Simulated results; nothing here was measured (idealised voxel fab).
The process module that follows is named voxel released beams.
255 nm wide, 5 nm square cells: that's cross-section cut.
Cross-sections here: square-cell grids, written as top-down lists of bands, a band being one or more rows of cells.
A band entry consists of two parts. The first gives the height of the band's top and the height of its bottom, in nm. The rest lists the band's materials from left to right, each with its width in nm. A single material labelled with the word "full width" fills the band from edge to edge, and the word "empty" marks empty space.
A quick word on heights: they are counted from 0, and under that level the wafer as it came to us is one material throughout. The lowest band is different from the rest in having no bottom; it simply continues downward, written as in "from 0 down".
Width "30..40": first value at the band's top row of cells, second value at its bottom row, equal change from row to row.
"all unchanged" for a step: no cell of the cross-section changed in that step.
Listed in "Closed internal cavities": every empty space of 8 or more cells without an open way to the top. Form: width x height at distance, the distance being from the left edge, all in nm.
Anything after a step's settings on that line? It's the simulator's own note about the step.
If you see "overlay nm" on a step's line and that step has a mask, it's telling you how far right of where it was planned the mask ended up; a negative number means it went left instead.

-- Intended process steps
| 1 | RECEIVE | material Si |
| 2 | CONFORMAL_DEP | material Al2O3 | thk nm 10 |
| 3 | DIRECTIONAL_DEP | material SiO2 | thk nm 15 |
| 4 | DIRECTIONAL_DEP | material aC | thk nm 15 |
| 5 | PATTERN | tone open | mask id ANCHOR | material resist | width nm 45 | thk nm 30 | overlay nm 0 |
| 6 | DIRECTIONAL_ETCH | etch materials aC | depth nm 15 |
| 7 | STRIP | etch materials resist |
| 8 | DIRECTIONAL_ETCH | etch materials SiO2 | depth nm 15 |
| 9 | STRIP | etch materials aC |
| 10 | CONFORMAL_DEP | material polySi | thk nm 15 |
| 11 | PATTERN | tone cover | mask id BEAM | material resist | width nm 110 | thk nm 20 | overlay nm 0 |
| 12 | DIRECTIONAL_ETCH | etch materials polySi | depth nm 15 |
| 13 | STRIP | etch materials resist |
| 14 | STRIP | etch materials SiO2 |

-- Wafer at receipt (post step 1), cross-section
- from 0 down | Si full width
- Closed internal cavities: none

-- Final cross-section, module run with one mistake (start and plan as above)
- from 40 to 25 | empty=70 | polySi=110 | empty=75
- from 25 to 15 | Al2O3 full width
- from 15 to 0 | SiO2 full width
- from 0 down | Si full width
- Closed internal cavities: none
What was the processing mistake? plan steps 2 and 3 run swapped
